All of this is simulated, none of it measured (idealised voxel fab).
The following is a process module called voxel air gaps.
Square cells of 5 nm make up the cross-section cut, whose width is 210 nm.
When this document writes out a cross-section, it uses a grid of square cells and lists it as bands, beginning at the top and moving down, with a band standing for one or more rows of cells. Within each band entry, the heights of the top and of the bottom of the band appear first, in that order and in nm; the materials of the band then follow from left to right, each with its corresponding width in nm. The designation "everywhere" on a single material indicates that it fills the band from edge to edge; the designation "air" indicates empty space. For the purposes of this specification, 0 denotes the height below which the wafer in its as-received condition is composed wholly of one material, and the lowermost band, lacking a lower limit, extends downward without end, as expressed in "0 nm and below". Width: "30 to 40" (first number = top row, second number = bottom row, same change from row to row of cells). Take "no change" at face value: in the step it is given for, the cross-section changed in none of its cells. The entry "Closed voids list" lists the empty spaces that cover at least 8 cells and have no open path to the top. Each is written as width x height at distance, where the distance is measured from the left edge and all three values are in nm. Whatever follows a step's settings on its line is a remark the simulator itself makes about that step. "overlay nm" answers the question of how far to the right of plan the mask lay on a step that has a mask, and when it is negative the answer is to the left.

Steps in the process plan:
1. RECEIVE: material Si
2. CONFORMAL_DEP: material SiO2, thk nm 10
3. CONFORMAL_DEP: material SiN, thk nm 5
4. DIRECTIONAL_DEP: material SiO2, thk nm 35
5. MASKED_ETCH: tone open, mask id LINES, width nm 15, pitch nm 40, etch materials SiO2, depth nm 35, overlay nm 0
6. CONFORMAL_DEP: material TiN, thk nm 5
7. FILL_DEP: material Cu, thk nm 5
8. CMP: height nm 50
9. EPI: material Ru, thk nm 10
10. SELECTIVE_ETCH: etch materials SiO2, depth nm 45
11. CONFORMAL_DEP: material SiCN, thk nm 5

Run as planned: first of two wafers:

Wafer cross-section on receipt, i.e. after step 1:
    0 nm and below | Si everywhere
    Closed voids list: none

Wafer section view after processing step 2:
    10 nm to 0 nm | SiO2 everywhere
    For the remainder of the cross-section, below 0, there is no change.

Wafer section view after processing step 3:
    15 nm to 10 nm | SiN everywhere
    For the remainder of the cross-section, below 10, there is no change.

Wafer section view after processing step 4:
    50 nm to 15 nm | SiO2 everywhere
    For the remainder of the cross-section, below 15, there is no change.

Wafer section view after processing step 5:
    50 nm to 15 nm | SiO2=55, then air=15, then SiO2=25, then air=15, then SiO2=25, then air=15, then SiO2=60
    For the remainder of the cross-section, below 15, there is no change.

Wafer section view after processing step 6:
    55 nm to 50 nm | TiN=60, then air=5, then TiN=35, then air=5, then TiN=35, then air=5, then TiN=65
    50 nm to 20 nm | SiO2=55, then TiN=5, then air=5, then TiN=5, then SiO2=25, then TiN=5, then air=5, then TiN=5, then SiO2=25, then TiN=5, then air=5, then TiN=5, then SiO2=60
    20 nm to 15 nm | SiO2=55, then TiN=15, then SiO2=25, then TiN=15, then SiO2=25, then TiN=15, then SiO2=60
    For the remainder of the cross-section, below 15, there is no change.

Wafer section view after processing step 7:
    60 nm to 55 nm | Cu everywhere
    55 nm to 50 nm | TiN=60, then Cu=5, then TiN=35, then Cu=5, then TiN=35, then Cu=5, then TiN=65
    50 nm to 20 nm | SiO2=55, then TiN=5, then Cu=5, then TiN=5, then SiO2=25, then TiN=5, then Cu=5, then TiN=5, then SiO2=25, then TiN=5, then Cu=5, then TiN=5, then SiO2=60
    For the remainder of the cross-section, below 20, there is no change.

Wafer section view after processing step 8:
    50 nm to 20 nm | SiO2=55, then TiN=5, then Cu=5, then TiN=5, then SiO2=25, then TiN=5, then Cu=5, then TiN=5, then SiO2=25, then TiN=5, then Cu=5, then TiN=5, then SiO2=60
    For the remainder of the cross-section, below 20, there is no change.

Wafer section view after processing step 9:
    60 nm to 50 nm | air=45, then Ru=35, then air=5, then Ru=35, then air=5, then Ru=35, then air=50
    For the remainder of the cross-section, below 50, there is no change.

Wafer section view after processing step 10:
    60 nm to 50 nm | air=45, then Ru=35, then air=5, then Ru=35, then air=5, then Ru=35, then air=50
    50 nm to 20 nm | air=55, then TiN=5, then Cu=5, then TiN=5, then air=25, then TiN=5, then Cu=5, then TiN=5, then air=25, then TiN=5, then Cu=5, then TiN=5, then air=60
    20 nm to 15 nm | air=55, then TiN=15, then air=25, then TiN=15, then air=25, then TiN=15, then air=60
    For the remainder of the cross-section, below 15, there is no change.

Wafer section view after processing step 11:
    65 nm to 60 nm | air=40, then SiCN=125, then air=45
    60 nm to 50 nm | air=40, then SiCN=5, then Ru=35, then SiCN=5, then Ru=35, then SiCN=5, then Ru=35, then SiCN=5, then air=45
    50 nm to 45 nm | air=40, then SiCN=15, then TiN=5, then Cu=5, then TiN=5, then SiCN=25, then TiN=5, then Cu=5, then TiN=5, then SiCN=25, then TiN=5, then Cu=5, then TiN=5, then SiCN=15, then air=45
    45 nm to 20 nm | air=50, then SiCN=5, then TiN=5, then Cu=5, then TiN=5, then SiCN=5, then air=15, then SiCN=5, then TiN=5, then Cu=5, then TiN=5, then SiCN=5, then air=15, then SiCN=5, then TiN=5, then Cu=5, then TiN=5, then SiCN=5, then air=55
    20 nm to 15 nm | SiCN=55, then TiN=15, then SiCN=25, then TiN=15, then SiCN=25, then TiN=15, then SiCN=60
    For the remainder of the cross-section, below 15, there is no change.
    Closed voids list: 15 x 25 at 75; 15 x 25 at 115

Okay, second wafer. Nothing different at the start, nothing different in the plan, just one mistake somewhere in the running. As far as step 10, counting that step, it's the first wafer all over again:

The second wafer cut through, at the time step 11 was supposed to be finished: no change
Run error: heads up, step 11 of the plan was skipped and never actually ran
It is noted that, at the conclusion of processing, the second wafer exhibits a higher or lower cell count for certain materials relative to the first: SiCN -112
The first wafer finishes with 2 closed voids, while the second finishes with 0.
